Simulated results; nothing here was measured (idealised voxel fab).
Process module in this document: voxel capacitor over wiring
Cross-section cut: width 245 nm, square cells of 5 nm.
Bands, listed from the top down, are how a cross-section gets written in this document; the cross-section itself is a grid of square cells, and a band is one or more rows of them. Band: top height; bottom height; in nm. Then, left to right: material with width in nm, for each material. "full width": a single material spanning edge to edge. "air": empty space. Heads up on the height convention: 0 is the point under which the incoming wafer is all one material, and the lowest band has no bottom, it just keeps going down, like "0 nm and below". Graded width ("30->40"): value in top row of band = first number; value in bottom row = second number; row-to-row change constant. "no change occurred" -> step changed no cross-section cell. Reported under the label "Unvented voids" are the empty spaces having no open way to the top and comprising 8 cells or more; the notation for each is width x height at distance, in which the distance is measured from the left edge and all three values are in nm. Step line, after settings: the simulator's comment on this step. The setting "overlay nm" may be written on the line of a step. When the step uses a mask, the value reports how far to the right of the planned place the mask lay, and a negative value reports that it lay to the left.
This section lists the process steps that were planned:
1) RECEIVE: material Si
2) CONFORMAL_DEP: material SiO2, thk nm 10
3) CONFORMAL_DEP: material SiN, thk nm 5
4) DIRECTIONAL_DEP: material SiO2, thk nm 15
5) DIRECTIONAL_DEP: material aC, thk nm 15
6) PATTERN: tone open, mask id METAL_1, material resist, width nm 25, pitch nm 75, thk nm 30, overlay nm 0
7) DIRECTIONAL_ETCH: etch materials aC, depth nm 15
8) STRIP: etch materials resist
9) DIRECTIONAL_ETCH: etch materials SiO2, depth nm 15
10) DIRECTIONAL_ETCH: etch materials SiN, depth nm 5
11) STRIP: etch materials aC
12) CONFORMAL_DEP: material TiN, thk nm 5
13) FILL_DEP: material Cu, thk nm 5
14) CMP: height nm 30
15) CONFORMAL_DEP: material SiCN, thk nm 5
16) DIRECTIONAL_DEP: material lowk, thk nm 15
17) PATTERN: tone open, mask id PLUG_1, material resist, width nm 15, thk nm 20, overlay nm 0
18) DIRECTIONAL_ETCH: etch materials lowk, depth nm 15
19) DIRECTIONAL_ETCH: etch materials SiCN, depth nm 5
20) STRIP: etch materials resist
21) CONFORMAL_DEP: material TiN, thk nm 5
22) FILL_DEP: material Ru, thk nm 10
23) CMP: height nm 50
24) DIRECTIONAL_DEP: material TiN, thk nm 10
25) DIRECTIONAL_DEP: material HfO2, thk nm 5
26) DIRECTIONAL_DEP: material TiN, thk nm 10
27) MASKED_ETCH: tone cover, mask id UPPER_PLATE, width nm 55, etch materials TiN, depth nm 10, overlay nm 0
28) MASKED_ETCH: tone cover, mask id UPPER_PLATE, width nm 55, etch materials HfO2, depth nm 5, overlay nm 0
29) PATTERN: tone cover, mask id LOWER_PLATE, material resist, width nm 65, thk nm 20, overlay nm 0
30) DIRECTIONAL_ETCH: etch materials TiN, depth nm 10
31) STRIP: etch materials resist
32) FILL_DEP: material SiO2, thk nm 15
33) CMP: height nm 85
34) DIRECTIONAL_DEP: material aC, thk nm 10
35) PATTERN: tone open, mask id PLUG_2, material resist, width nm 15, thk nm 30, overlay nm 0
36) DIRECTIONAL_ETCH: etch materials aC, depth nm 10
37) STRIP: etch materials resist
38) DIRECTIONAL_ETCH: etch materials SiO2, depth nm 10
39) STRIP: etch materials aC
40) CONFORMAL_DEP: material TiN, thk nm 5
41) FILL_DEP: material Ru, thk nm 10
42) CMP: height nm 85
43) CONFORMAL_DEP: material SiN, thk nm 5
Cross-section of the wafer as it came to us, i.e., already through step 1:
  0 nm and below = Si full width
  Unvented voids: none
Same starting wafer, same plan as above, one mistake in the execution; this is the cross-section at the end of the module:
  90 nm to 85 nm = SiN full width
  85 nm to 80 nm = SiO2: 90 | TiN: 5 | Ru: 5 | TiN: 5 | SiO2: 140
  80 nm to 75 nm = SiO2: 90 | TiN: 15 | SiO2: 140
  75 nm to 65 nm = SiO2: 75 | TiN: 65 | SiO2: 105
  65 nm to 60 nm = SiO2: 75 | HfO2: 65 | SiO2: 105
  60 nm to 50 nm = SiO2: 75 | TiN: 65 | SiO2: 105
  50 nm to 35 nm = lowk: 80 | TiN: 5 | Ru: 5 | TiN: 5 | lowk: 150
  35 nm to 30 nm = SiCN: 80 | TiN: 15 | SiCN: 150
  30 nm to 15 nm = SiO2: 70 | TiN: 5 | Cu: 15 | TiN: 5 | SiO2: 50 | TiN: 5 | Cu: 15 | TiN: 5 | SiO2: 75
  15 nm to 10 nm = SiN: 70 | TiN: 25 | SiN: 50 | TiN: 25 | SiN: 75
  10 nm to 0 nm = SiO2 full width
  0 nm and below = Si full width
  Unvented voids: none
It is concluded that the wafer was processed incorrectly with respect to the plan, in that step 27 was processed under conditions differing from the plan, specifically as MASKED_ETCH: tone cover, mask id UPPER_PLATE, width nm 65, etch materials TiN, depth nm 10, overlay nm 0
